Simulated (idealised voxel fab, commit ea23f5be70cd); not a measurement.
Process module under the name voxel self aligned contacts
It is cross-section cut that appears here, measuring 165 nm in width, its square cells being 5 nm in size.
Cross-section spec: square-cell grid; bands listed top down; each band is one or more rows.
For a band, the entry starts with two heights in nm, that of the top and then that of the bottom, and carries on with the band's materials in order from left to right, each alongside its width in nm; the word "full width" beside a single material means it fills the band edge to edge, and "air" means empty space.
Convention: height 0 is the level below which the wafer, as received, is all one material. The lowest band does not terminate at the bottom but continues downward, represented as "0 nm and below".
Graded width ("30->40"): value in top row of band = first number; value in bottom row = second number; row-to-row change constant.
A step reported as "no modifications" is a step in which no cell of the cross-section changed.
This entry, "Sealed void inventory", enumerates those empty regions of no fewer than 8 cells that possess no open connection to the top. Each region is reported in the form width x height at distance, the distance being taken from the left edge, with all three quantities expressed in nm.
On a step's line, text after the settings is the simulator commenting on that step.
overlay nm: how far to the right of its planned place the mask lay on this masked step (negative: to the left).

THIS SECTION LISTS THE PROCESS STEPS THAT WERE PLANNED
1: RECEIVE, material Si
2: CONFORMAL_DEP, material SiO2, thk nm 5
3: DIRECTIONAL_DEP, material polySi, thk nm 20
4: DIRECTIONAL_DEP, material SiN, thk nm 20
5: DIRECTIONAL_DEP, material aC, thk nm 15
6: PATTERN, tone cover, mask id GATE, material resist, width nm 30, pitch nm 75, thk nm 35, overlay nm 0
7: DIRECTIONAL_ETCH, etch materials aC, depth nm 15
8: STRIP, etch materials resist
9: DIRECTIONAL_ETCH, etch materials SiN, depth nm 20
10: DIRECTIONAL_ETCH, etch materials polySi, depth nm 20
11: STRIP, etch materials aC
12: CONFORMAL_DEP, material SiN, thk nm 10
13: DIRECTIONAL_ETCH, etch materials SiN, depth nm 10
14: FILL_DEP, material SiO2, thk nm 15
15: CMP, height nm 55
16: DIRECTIONAL_DEP, material aC, thk nm 10
17: PATTERN, tone open, mask id CONTACT, material resist, width nm 55, thk nm 30, overlay nm 0
18: DIRECTIONAL_ETCH, etch materials aC, depth nm 10
19: STRIP, etch materials resist
20: DIRECTIONAL_ETCH, etch materials SiO2, depth nm 55
21: STRIP, etch materials aC
22: CONFORMAL_DEP, material TiN, thk nm 5
23: FILL_DEP, material Ru, thk nm 10
24: CMP, height nm 55
25: CONFORMAL_DEP, material SiCN, thk nm 5

FIRST OF TWO WAFERS: RUN AS PLANNED

RECEIVED-STATE CROSS-SECTION, REFLECTING COMPLETION OF STEP 1
    0 nm and below | Si full width
    Sealed void inventory: none

ONCE STEP 2 IS THROUGH, THE WAFER LOOKS LIKE THIS IN CROSS-SECTION
    5 nm to 0 nm | SiO2 full width
    Below 0, no change.

ONCE STEP 3 IS THROUGH, THE WAFER LOOKS LIKE THIS IN CROSS-SECTION
    25 nm to 5 nm | polySi full width
    Below 5, no change.

ONCE STEP 4 IS THROUGH, THE WAFER LOOKS LIKE THIS IN CROSS-SECTION
    45 nm to 25 nm | SiN full width
    Below 25, no change.

ONCE STEP 5 IS THROUGH, THE WAFER LOOKS LIKE THIS IN CROSS-SECTION
    60 nm to 45 nm | aC full width
    Below 45, no change.

ONCE STEP 6 IS THROUGH, THE WAFER LOOKS LIKE THIS IN CROSS-SECTION
    95 nm to 60 nm | air=30 | resist=30 | air=45 | resist=30 | air=30
    Below 60, no change.

ONCE STEP 7 IS THROUGH, THE WAFER LOOKS LIKE THIS IN CROSS-SECTION
    80 nm to 60 nm | air=30 | resist=30 | air=45 | resist=30 | air=30
    60 nm to 45 nm | air=30 | aC=30 | air=45 | aC=30 | air=30
    Below 45, no change.

ONCE STEP 8 IS THROUGH, THE WAFER LOOKS LIKE THIS IN CROSS-SECTION
    60 nm to 45 nm | air=30 | aC=30 | air=45 | aC=30 | air=30
    Below 45, no change.

ONCE STEP 9 IS THROUGH, THE WAFER LOOKS LIKE THIS IN CROSS-SECTION
    60 nm to 45 nm | air=30 | aC=30 | air=45 | aC=30 | air=30
    45 nm to 25 nm | air=30 | SiN=30 | air=45 | SiN=30 | air=30
    Below 25, no change.

ONCE STEP 10 IS THROUGH, THE WAFER LOOKS LIKE THIS IN CROSS-SECTION
    60 nm to 45 nm | air=30 | aC=30 | air=45 | aC=30 | air=30
    45 nm to 25 nm | air=30 | SiN=30 | air=45 | SiN=30 | air=30
    25 nm to 5 nm | air=30 | polySi=30 | air=45 | polySi=30 | air=30
    Below 5, no change.

ONCE STEP 11 IS THROUGH, THE WAFER LOOKS LIKE THIS IN CROSS-SECTION
    45 nm to 25 nm | air=30 | SiN=30 | air=45 | SiN=30 | air=30
    Below 25, no change.

ONCE STEP 12 IS THROUGH, THE WAFER LOOKS LIKE THIS IN CROSS-SECTION
    55 nm to 25 nm | air=20 | SiN=50 | air=25 | SiN=50 | air=20
    25 nm to 15 nm | air=20 | SiN=10 | polySi=30 | SiN=10 | air=25 | SiN=10 | polySi=30 | SiN=10 | air=20
    15 nm to 5 nm | SiN=30 | polySi=30 | SiN=45 | polySi=30 | SiN=30
    Below 5, no change.

ONCE STEP 13 IS THROUGH, THE WAFER LOOKS LIKE THIS IN CROSS-SECTION
    45 nm to 25 nm | air=20 | SiN=50 | air=25 | SiN=50 | air=20
    25 nm to 5 nm | air=20 | SiN=10 | polySi=30 | SiN=10 | air=25 | SiN=10 | polySi=30 | SiN=10 | air=20
    Below 5, no change.

ONCE STEP 14 IS THROUGH, THE WAFER LOOKS LIKE THIS IN CROSS-SECTION
    60 nm to 45 nm | SiO2 full width
    45 nm to 25 nm | SiO2=20 | SiN=50 | SiO2=25 | SiN=50 | SiO2=20
    25 nm to 5 nm | SiO2=20 | SiN=10 | polySi=30 | SiN=10 | SiO2=25 | SiN=10 | polySi=30 | SiN=10 | SiO2=20
    Below 5, no change.

ONCE STEP 15 IS THROUGH, THE WAFER LOOKS LIKE THIS IN CROSS-SECTION
    55 nm to 45 nm | SiO2 full width
    Below 45, no change.

ONCE STEP 16 IS THROUGH, THE WAFER LOOKS LIKE THIS IN CROSS-SECTION
    65 nm to 55 nm | aC full width
    Below 55, no change.

ONCE STEP 17 IS THROUGH, THE WAFER LOOKS LIKE THIS IN CROSS-SECTION
    95 nm to 65 nm | resist=55 | air=55 | resist=55
    Below 65, no change.

ONCE STEP 18 IS THROUGH, THE WAFER LOOKS LIKE THIS IN CROSS-SECTION
    85 nm to 65 nm | resist=55 | air=55 | resist=55
    65 nm to 55 nm | aC=55 | air=55 | aC=55
    Below 55, no change.

ONCE STEP 19 IS THROUGH, THE WAFER LOOKS LIKE THIS IN CROSS-SECTION
    65 nm to 55 nm | aC=55 | air=55 | aC=55
    Below 55, no change.

ONCE STEP 20 IS THROUGH, THE WAFER LOOKS LIKE THIS IN CROSS-SECTION
    65 nm to 55 nm | aC=55 | air=55 | aC=55
    55 nm to 45 nm | SiO2=55 | air=55 | SiO2=55
    45 nm to 25 nm | SiO2=20 | SiN=50 | air=25 | SiN=50 | SiO2=20
    25 nm to 5 nm | SiO2=20 | SiN=10 | polySi=30 | SiN=10 | air=25 | SiN=10 | polySi=30 | SiN=10 | SiO2=20
    5 nm to 0 nm | SiO2=70 | air=25 | SiO2=70
    Below 0, no change.

ONCE STEP 21 IS THROUGH, THE WAFER LOOKS LIKE THIS IN CROSS-SECTION
    55 nm to 45 nm | SiO2=55 | air=55 | SiO2=55
    Below 45, no change.

ONCE STEP 22 IS THROUGH, THE WAFER LOOKS LIKE THIS IN CROSS-SECTION
    60 nm to 55 nm | TiN=60 | air=45 | TiN=60
    55 nm to 45 nm | SiO2=55 | TiN=5->20 | air=45->15 | TiN=5->20 | SiO2=55
    45 nm to 25 nm | SiO2=20 | SiN=50 | TiN=5 | air=15 | TiN=5 | SiN=50 | SiO2=20
    25 nm to 5 nm | SiO2=20 | SiN=10 | polySi=30 | SiN=10 | TiN=5 | air=15 | TiN=5 | SiN=10 | polySi=30 | SiN=10 | SiO2=20
    5 nm to 0 nm | SiO2=70 | TiN=25 | SiO2=70
    Below 0, no change.

ONCE STEP 23 IS THROUGH, THE WAFER LOOKS LIKE THIS IN CROSS-SECTION
    70 nm to 60 nm | Ru full width
    60 nm to 55 nm | TiN=60 | Ru=45 | TiN=60
    55 nm to 45 nm | SiO2=55 | TiN=5->20 | Ru=45->15 | TiN=5->20 | SiO2=55
    45 nm to 25 nm | SiO2=20 | SiN=50 | TiN=5 | Ru=15 | TiN=5 | SiN=50 | SiO2=20
    25 nm to 5 nm | SiO2=20 | SiN=10 | polySi=30 | SiN=10 | TiN=5 | Ru=15 | TiN=5 | SiN=10 | polySi=30 | SiN=10 | SiO2=20
    Below 5, no change.

ONCE STEP 24 IS THROUGH, THE WAFER LOOKS LIKE THIS IN CROSS-SECTION
    55 nm to 45 nm | SiO2=55 | TiN=5->20 | Ru=45->15 | TiN=5->20 | SiO2=55
    Below 45, no change.

ONCE STEP 25 IS THROUGH, THE WAFER LOOKS LIKE THIS IN CROSS-SECTION
    60 nm to 55 nm | SiCN full width
    Below 55, no change.

FOR THE SECOND WAFER, TAKE THE FIRST WAFER'S START AND PLAN, THEN ADD ONE MISTAKE MADE IN RUNNING IT; EVERYTHING THROUGH STEP 2, THAT STEP INCLUDED, IS SHARED WITH THE FIRST

X-SECTION, SECOND WAFER, WHEN STEP 3 WAS DUE TO FINISH
    25 nm to 5 nm | SiN full width
    Below 5, no change.

X-SECTION, SECOND WAFER, WHEN STEP 4 WAS DUE TO FINISH
    45 nm to 25 nm | polySi full width
    Below 25, no change.

X-SECTION, SECOND WAFER, WHEN STEP 5 WAS DUE TO FINISH
    60 nm to 45 nm | aC full width
    Below 45, no change.

X-SECTION, SECOND WAFER, WHEN STEP 6 WAS DUE TO FINISH
    95 nm to 60 nm | air=30 | resist=30 | air=45 | resist=30 | air=30
    Below 60, no change.

X-SECTION, SECOND WAFER, WHEN STEP 7 WAS DUE TO FINISH
    80 nm to 60 nm | air=30 | resist=30 | air=45 | resist=30 | air=30
    60 nm to 45 nm | air=30 | aC=30 | air=45 | aC=30 | air=30
    Below 45, no change.

X-SECTION, SECOND WAFER, WHEN STEP 8 WAS DUE TO FINISH
    60 nm to 45 nm | air=30 | aC=30 | air=45 | aC=30 | air=30
    Below 45, no change.

X-section, second wafer, when step 9 was due to finish: no modifications

X-SECTION, SECOND WAFER, WHEN STEP 10 WAS DUE TO FINISH
    60 nm to 45 nm | air=30 | aC=30 | air=45 | aC=30 | air=30
    45 nm to 25 nm | air=30 | polySi=30 | air=45 | polySi=30 | air=30
    Below 25, no change.

X-SECTION, SECOND WAFER, WHEN STEP 11 WAS DUE TO FINISH
    45 nm to 25 nm | air=30 | polySi=30 | air=45 | polySi=30 | air=30
    Below 25, no change.

X-SECTION, SECOND WAFER, WHEN STEP 12 WAS DUE TO FINISH
    55 nm to 45 nm | air=20 | SiN=50 | air=25 | SiN=50 | air=20
    45 nm to 35 nm | air=20 | SiN=10 | polySi=30 | SiN=10 | air=25 | SiN=10 | polySi=30 | SiN=10 | air=20
    35 nm to 25 nm | SiN=30 | polySi=30 | SiN=45 | polySi=30 | SiN=30
    Below 25, no change.

X-SECTION, SECOND WAFER, WHEN STEP 13 WAS DUE TO FINISH
    45 nm to 25 nm | air=20 | SiN=10 | polySi=30 | SiN=10 | air=25 | SiN=10 | polySi=30 | SiN=10 | air=20
    Below 25, no change.

X-SECTION, SECOND WAFER, WHEN STEP 14 WAS DUE TO FINISH
    60 nm to 45 nm | SiO2 full width
    45 nm to 25 nm | SiO2=20 | SiN=10 | polySi=30 | SiN=10 | SiO2=25 | SiN=10 | polySi=30 | SiN=10 | SiO2=20
    Below 25, no change.

X-SECTION, SECOND WAFER, WHEN STEP 15 WAS DUE TO FINISH
    55 nm to 45 nm | SiO2 full width
    Below 45, no change.

X-SECTION, SECOND WAFER, WHEN STEP 16 WAS DUE TO FINISH
    65 nm to 55 nm | aC full width
    Below 55, no change.

X-SECTION, SECOND WAFER, WHEN STEP 17 WAS DUE TO FINISH
    95 nm to 65 nm | resist=55 | air=55 | resist=55
    Below 65, no change.

X-SECTION, SECOND WAFER, WHEN STEP 18 WAS DUE TO FINISH
    85 nm to 65 nm | resist=55 | air=55 | resist=55
    65 nm to 55 nm | aC=55 | air=55 | aC=55
    Below 55, no change.

X-SECTION, SECOND WAFER, WHEN STEP 19 WAS DUE TO FINISH
    65 nm to 55 nm | aC=55 | air=55 | aC=55
    Below 55, no change.

X-SECTION, SECOND WAFER, WHEN STEP 20 WAS DUE TO FINISH
    65 nm to 55 nm | aC=55 | air=55 | aC=55
    55 nm to 45 nm | SiO2=55 | air=55 | SiO2=55
    45 nm to 25 nm | SiO2=20 | SiN=10 | polySi=30 | SiN=10 | air=25 | SiN=10 | polySi=30 | SiN=10 | SiO2=20
    Below 25, no change.

X-SECTION, SECOND WAFER, WHEN STEP 21 WAS DUE TO FINISH
    55 nm to 45 nm | SiO2=55 | air=55 | SiO2=55
    Below 45, no change.

X-SECTION, SECOND WAFER, WHEN STEP 22 WAS DUE TO FINISH
    60 nm to 55 nm | TiN=60 | air=45 | TiN=60
    55 nm to 45 nm | SiO2=55 | TiN=5->20 | air=45->15 | TiN=5->20 | SiO2=55
    45 nm to 30 nm | SiO2=20 | SiN=10 | polySi=30 | SiN=10 | TiN=5 | air=15 | TiN=5 | SiN=10 | polySi=30 | SiN=10 | SiO2=20
    30 nm to 25 nm | SiO2=20 | SiN=10 | polySi=30 | SiN=10 | TiN=25 | SiN=10 | polySi=30 | SiN=10 | SiO2=20
    Below 25, no change.

X-SECTION, SECOND WAFER, WHEN STEP 23 WAS DUE TO FINISH
    70 nm to 60 nm | Ru full width
    60 nm to 55 nm | TiN=60 | Ru=45 | TiN=60
    55 nm to 45 nm | SiO2=55 | TiN=5->20 | Ru=45->15 | TiN=5->20 | SiO2=55
    45 nm to 30 nm | SiO2=20 | SiN=10 | polySi=30 | SiN=10 | TiN=5 | Ru=15 | TiN=5 | SiN=10 | polySi=30 | SiN=10 | SiO2=20
    Below 30, no change.

X-SECTION, SECOND WAFER, WHEN STEP 24 WAS DUE TO FINISH
    55 nm to 45 nm | SiO2=55 | TiN=5->20 | Ru=45->15 | TiN=5->20 | SiO2=55
    Below 45, no change.

X-SECTION, SECOND WAFER, WHEN STEP 25 WAS DUE TO FINISH
    60 nm to 55 nm | SiCN full width
    Below 55, no change.
What was done differently from what was planned? deviation from plan: step 4 and step 3 executed in one another's positions
Materials where the second wafer ends with more or fewer cells than the first: -15 Ru | +52 SiN | -27 SiO2 | -10 TiN
